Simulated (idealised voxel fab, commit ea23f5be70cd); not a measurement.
Process module under the name voxel wiring stack
Square cells of 5 nm make up the cross-section cut, whose width is 185 nm.
How to read a cross-section here: the picture is a grid of square cells, written as bands going from the top down, and any band can span one or more rows of cells. Within each band entry, the heights of the top and of the bottom of the band appear first, in that order and in nm; the materials of the band then follow from left to right, each with its corresponding width in nm. The designation "throughout" on a single material indicates that it fills the band from edge to edge; the designation "empty" indicates empty space. A quick word on heights: they are counted from 0, and under that level the wafer as it came to us is one material throughout. The lowest band is different from the rest in having no bottom; it simply continues downward, written as in "0 nm and below". The two numbers in a width such as "30..40" mark its ends across the band: the first belongs to the top row of cells, the second to the bottom row, and from each row to the next the width moves by the same amount. A step reported as "nothing was modified" is a step in which no cell of the cross-section changed. You'll see "Closed empty spaces" listing empty spaces that have no way open to the top, as long as they're 8 cells or more; the notation is width x height at distance, where the distance is from the left edge, and all of it is in nm. Past the settings on a step's line: simulator remark, on that step. A step's line can hold "overlay nm"; with a mask on that step, the setting says how far right of the planned place the mask lay, while a negative setting says it lay to the left.

# Listed below are the process steps as planned
| 1 | RECEIVE,material Si |
| 2 | CONFORMAL_DEP,material SiO2,thk nm 15 |
| 3 | CONFORMAL_DEP,material SiN,thk nm 5 |
| 4 | DIRECTIONAL_DEP,material lowk,thk nm 20 |
| 5 | PATTERN,tone open,mask id METAL_1,material resist,width nm 20,pitch nm 45,thk nm 20,overlay nm 0 |
| 6 | DIRECTIONAL_ETCH,etch materials lowk,depth nm 20 |
| 7 | DIRECTIONAL_ETCH,etch materials SiN,depth nm 5 |
| 8 | STRIP,etch materials resist |
| 9 | CONFORMAL_DEP,material TiN,thk nm 5 |
| 10 | FILL_DEP,material Cu,thk nm 10 |
| 11 | CMP,height nm 40 |
| 12 | EPI,material Ru,thk nm 5 |
| 13 | FILL_DEP,material SiCN,thk nm 5 |
| 14 | DIRECTIONAL_DEP,material lowk,thk nm 20 |
| 15 | MASKED_ETCH,tone open,mask id PLUG_1,width nm 15,pitch nm 90,etch materials lowk,depth nm 20,overlay nm -15 |
| 16 | MASKED_ETCH,tone open,mask id PLUG_1,width nm 15,pitch nm 90,etch materials SiCN,depth nm 5,overlay nm 0 |
| 17 | CONFORMAL_DEP,material TiN,thk nm 5 |
| 18 | FILL_DEP,material W,thk nm 5 |
| 19 | CMP,height nm 70 |
| 20 | DIRECTIONAL_DEP,material TiN,thk nm 5 |
| 21 | DIRECTIONAL_DEP,material Ru,thk nm 25 |
| 22 | DIRECTIONAL_DEP,material aC,thk nm 10 |
| 23 | PATTERN,tone cover,mask id METAL_2,material resist,width nm 20,pitch nm 45,thk nm 30,overlay nm 0 |
| 24 | DIRECTIONAL_ETCH,etch materials aC,depth nm 10 |
| 25 | STRIP,etch materials resist |
| 26 | DIRECTIONAL_ETCH,etch materials Ru,depth nm 25 |
| 27 | DIRECTIONAL_ETCH,etch materials TiN,depth nm 5 |
| 28 | STRIP,etch materials aC |
| 29 | FILL_DEP,material SiO2,thk nm 10 |
| 30 | CMP,height nm 100 |
| 31 | CONFORMAL_DEP,material SiCN,thk nm 5 |
varied across the wafers: overlay nm of step 15. The plan shows the first wafer's value. All wafers start alike

# Here's the first of the wafers in cross-section, just as we got it, i.e. after step 1
- 0 nm and below: Si throughout
- Closed empty spaces: none

# Below is a per-wafer table. In it, each row describes the wafer at the end of the module by giving, for each material, the number of cells gained (+) or lost (-) since the wafer was received, and after that the closed voids of the wafer
overlay nm -15, +24 Cu, +78 Ru, +93 SiCN, +25 SiN, +261 SiO2, +66 TiN, +6 W, +224 lowk, Closed empty spaces: none
overlay nm -10, +24 Cu, +78 Ru, +91 SiCN, +25 SiN, +261 SiO2, +68 TiN, +6 W, +224 lowk, Closed empty spaces: none
overlay nm -5, +24 Cu, +78 Ru, +89 SiCN, +25 SiN, +261 SiO2, +70 TiN, +6 W, +224 lowk, Closed empty spaces: none
overlay nm 0, +24 Cu, +78 Ru, +87 SiCN, +25 SiN, +261 SiO2, +70 TiN, +8 W, +224 lowk, Closed empty spaces: none
overlay nm 5, +24 Cu, +78 Ru, +89 SiCN, +25 SiN, +261 SiO2, +70 TiN, +6 W, +224 lowk, Closed empty spaces: none
overlay nm 10, +24 Cu, +78 Ru, +91 SiCN, +25 SiN, +261 SiO2, +68 TiN, +6 W, +224 lowk, Closed empty spaces: none
overlay nm 15, +24 Cu, +78 Ru, +93 SiCN, +25 SiN, +261 SiO2, +66 TiN, +6 W, +224 lowk, Closed empty spaces: none
